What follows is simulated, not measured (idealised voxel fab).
Process module under the name voxel wiring stack
Cross-sectional view cut (width: 280 nm; square cell size: 5 nm).
Cross-section spec: square-cell grid; bands listed top down; each band is one or more rows.
Heads up on the band format: heights come first, top then bottom, in nm. After that it's the materials left to right, each with its width in nm. A single material flagged "edge to edge" fills the whole band edge to edge, and "air" means there's empty space there.
Zero point of the height axis is 0; under it, received wafer = one material. Lowest band: continues down indefinitely, "0 -> down".
Quick explanation for "30 to 40": the width changes in equal steps down the rows of cells, from the first number in the band's top row to the second number in its bottom row.
Step note "no change occurred" = no cross-section cell changed.
"Internal closed voids" specifies each empty space that is not open to the top and that occupies no fewer than 8 cells, using the form width x height at distance, the distance measured from the left edge and all three quantities in nm.
Post-settings text on a step line: simulator's own remark regarding the step.
overlay nm: mask right of planned place by this much (step with mask). Neg. = left.
**The following list gives the planned process steps**
step 1: RECEIVE,material Si
step 2: CONFORMAL_DEP,material SiO2,thk nm 10
step 3: DIRECTIONAL_DEP,material TiN,thk nm 5
step 4: DIRECTIONAL_DEP,material W,thk nm 15
step 5: MASKED_ETCH,tone cover,mask id METAL_1,width nm 20,pitch nm 40,etch materials W,depth nm 15,overlay nm 0
step 6: MASKED_ETCH,tone cover,mask id METAL_1,width nm 20,pitch nm 40,etch materials TiN,depth nm 5,overlay nm 0
step 7: CONFORMAL_DEP,material SiCN,thk nm 5
step 8: FILL_DEP,material lowk,thk nm 5
step 9: CMP,height nm 30
step 10: CONFORMAL_DEP,material SiCN,thk nm 5
step 11: DIRECTIONAL_DEP,material lowk,thk nm 25
step 12: DIRECTIONAL_DEP,material aC,thk nm 10
step 13: PATTERN,tone open,mask id METAL_2_HOLES,material resist,width nm 15,pitch nm 80,thk nm 30,overlay nm 0
step 14: DIRECTIONAL_ETCH,etch materials aC,depth nm 10
step 15: STRIP,etch materials resist
step 16: DIRECTIONAL_ETCH,etch materials lowk,depth nm 25
step 17: STRIP,etch materials aC
step 18: PATTERN,tone open,mask id METAL_2,material resist,width nm 20,pitch nm 40,thk nm 15,overlay nm 0
step 19: DIRECTIONAL_ETCH,etch materials lowk,depth nm 15
step 20: DIRECTIONAL_ETCH,etch materials SiCN,depth nm 5
step 21: STRIP,etch materials resist
step 22: CONFORMAL_DEP,material TiN,thk nm 5
step 23: FILL_DEP,material Ru,thk nm 10
step 24: CMP,height nm 60
step 25: CONFORMAL_DEP,material SiCN,thk nm 5
**Wafer at receipt (post step 1), cross-section**
* 0 -> down = Si edge to edge
* Internal closed voids: none
**Here's the cross-section of the first of our two wafers at the end of the module - it ran as planned**
* 65 -> 60 = SiCN edge to edge
* 60 -> 50 = lowk=70  TiN=5  Ru=10  TiN=5  lowk=20  TiN=5  Ru=10  TiN=5  lowk=20  TiN=5  Ru=10  TiN=5  lowk=20  TiN=5  Ru=10  TiN=5  lowk=70
* 50 -> 45 = lowk=70  TiN=5  Ru=5  TiN=10  lowk=20  TiN=20  lowk=20  TiN=5  Ru=5  TiN=10  lowk=20  TiN=20  lowk=70
* 45 -> 35 = lowk=70  TiN=5  Ru=5  TiN=5  lowk=65  TiN=5  Ru=5  TiN=5  lowk=115
* 35 -> 30 = SiCN=70  TiN=15  SiCN=65  TiN=15  SiCN=115
* 30 -> 15 = lowk=65  SiCN=5  W=20  SiCN=5  lowk=10  SiCN=5  W=20  SiCN=5  lowk=10  SiCN=5  W=20  SiCN=5  lowk=10  SiCN=5  W=20  SiCN=5  lowk=65
* 15 -> 10 = SiCN=70  TiN=20  SiCN=20  TiN=20  SiCN=20  TiN=20  SiCN=20  TiN=20  SiCN=70
* 10 -> 0 = SiO2 edge to edge
* 0 -> down = Si edge to edge
* Internal closed voids: none
**Second wafer through the module, sectioned at the end: same beginning and same plan as the first wafer, with one mistake in carrying it out**
* 65 -> 60 = SiCN edge to edge
* 60 -> 50 = lowk=70  TiN=5  Ru=10  TiN=5  lowk=20  TiN=5  Ru=10  TiN=5  lowk=20  TiN=5  Ru=10  TiN=5  lowk=20  TiN=5  Ru=10  TiN=5  lowk=70
* 50 -> 45 = lowk=70  TiN=5  Ru=5  TiN=10  lowk=20  TiN=20  lowk=20  TiN=5  Ru=5  TiN=10  lowk=20  TiN=20  lowk=70
* 45 -> 35 = lowk=70  TiN=5  Ru=5  TiN=5  lowk=65  TiN=5  Ru=5  TiN=5  lowk=115
* 35 -> 30 = SiCN=70  TiN=15  SiCN=65  TiN=15  SiCN=115
* 30 -> 25 = lowk=65  SiCN=30  lowk=10  SiCN=30  lowk=10  SiCN=30  lowk=10  SiCN=30  lowk=65
* 25 -> 15 = lowk=65  SiCN=5  W=20  SiCN=5  lowk=10  SiCN=5  W=20  SiCN=5  lowk=10  SiCN=5  W=20  SiCN=5  lowk=10  SiCN=5  W=20  SiCN=5  lowk=65
* 15 -> 10 = SiCN=70  W=20  SiCN=20  W=20  SiCN=20  W=20  SiCN=20  W=20  SiCN=70
* 10 -> 0 = SiO2 edge to edge
* 0 -> down = Si edge to edge
* Internal closed voids: none
The plan and the run diverged here: step 3 of the plan was omitted and not executed
Final difference in cells, second wafer against first, listed per material as more or fewer: SiCN: 16 more, TiN: 16 fewer
